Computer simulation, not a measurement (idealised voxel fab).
Process module under the name voxel quadruple lines
Each square cell in cross-section cut measures 5 nm, and the section as a whole is 245 nm wide.
Cross-sections here: square-cell grids, written as top-down lists of bands, a band being one or more rows of cells. For a band, the entry starts with two heights in nm, that of the top and then that of the bottom, and carries on with the band's materials in order from left to right, each alongside its width in nm; the word "edge to edge" beside a single material means it fills the band edge to edge, and "air" means empty space. Below 0: as-received wafer, all one material; heights counted from there. Lowest band: no bottom, goes on down, written "0 and below". Think of "30->40" as a width that walks from the first number to the second as you go down the band, top row to bottom row, taking equal-sized steps from row to row. Step note "everything unchanged" = no cross-section cell changed. Closed-off voids of 8+ cells (no open route to the top) go in "Entrapped voids", written width x height at distance from the left edge, in nm. Where a step's line continues beyond its settings, the continuation is a remark by the simulator itself on that step. "overlay nm" denotes, for a step that has a mask, the displacement of the mask to the right of its planned place, with negative values corresponding to the left.

## List of planned process steps
1: RECEIVE [material Si]
2: CONFORMAL_DEP [material Al2O3] [thk nm 5]
3: DIRECTIONAL_DEP [material Ru] [thk nm 10]
4: DIRECTIONAL_DEP [material polySi] [thk nm 15]
5: DIRECTIONAL_DEP [material aC] [thk nm 25]
6: PATTERN [tone cover] [mask id MANDREL] [material resist] [width nm 35] [pitch nm 100] [thk nm 30] [overlay nm 0]
7: DIRECTIONAL_ETCH [etch materials aC] [depth nm 25]
8: STRIP [etch materials resist]
9: CONFORMAL_DEP [material SiO2] [thk nm 15]
10: DIRECTIONAL_ETCH [etch materials SiO2] [depth nm 15]
11: STRIP [etch materials aC]
12: DIRECTIONAL_ETCH [etch materials polySi] [depth nm 15]
13: STRIP [etch materials SiO2]
14: CONFORMAL_DEP [material SiN] [thk nm 10]
15: DIRECTIONAL_ETCH [etch materials SiN] [depth nm 10]
16: STRIP [etch materials polySi]
17: DIRECTIONAL_ETCH [etch materials Ru] [depth nm 5]
18: STRIP [etch materials SiN]
19: FILL_DEP [material SiO2] [thk nm 5]
20: CMP [height nm 15]
Don't read the plan's depth nm for step 17 as applying to every wafer: that's the first wafer's value, and the wafers differ in it, though they all start identical.

## The as-received cross-section of the first of several wafers corresponds to the state after step 1
	0 and below: Si edge to edge
	Entrapped voids: none

## The figure below presents a cross-section of the first of several wafers at the conclusion of the module, following its last step, step 20
	15 down to 10: SiO2 (30)  Ru (10)  SiO2 (15)  Ru (10)  SiO2 (15)  Ru (10)  SiO2 (15)  Ru (10)  SiO2 (15)  Ru (10)  SiO2 (15)  Ru (10)  SiO2 (15)  Ru (10)  SiO2 (15)  Ru (10)  SiO2 (30)
	10 down to 5: Ru edge to edge
	5 down to 0: Al2O3 edge to edge
	0 and below: Si edge to edge
	Entrapped voids: none

## End of module, last wafer sectioned
	15 down to 5: SiO2 (30)  Ru (10)  SiO2 (15)  Ru (10)  SiO2 (15)  Ru (10)  SiO2 (15)  Ru (10)  SiO2 (15)  Ru (10)  SiO2 (15)  Ru (10)  SiO2 (15)  Ru (10)  SiO2 (15)  Ru (10)  SiO2 (30)
	5 down to 0: Al2O3 edge to edge
	0 and below: Si edge to edge
	Entrapped voids: none

## Note: the following table is arranged by wafer, a row apiece. Each row reports the end-of-module state: per material, cells gained (+) or cells lost (-) compared with the wafer as received; closed voids follow
depth nm 5 | +49 Al2O3 | +65 Ru | +33 SiO2 | Entrapped voids: none
depth nm 10 | +49 Al2O3 | +32 Ru | +66 SiO2 | Entrapped voids: none
depth nm 15 | +49 Al2O3 | +32 Ru | +66 SiO2 | Entrapped voids: none
depth nm 20 | +49 Al2O3 | +32 Ru | +66 SiO2 | Entrapped voids: none
depth nm 25 | +49 Al2O3 | +32 Ru | +66 SiO2 | Entrapped voids: none
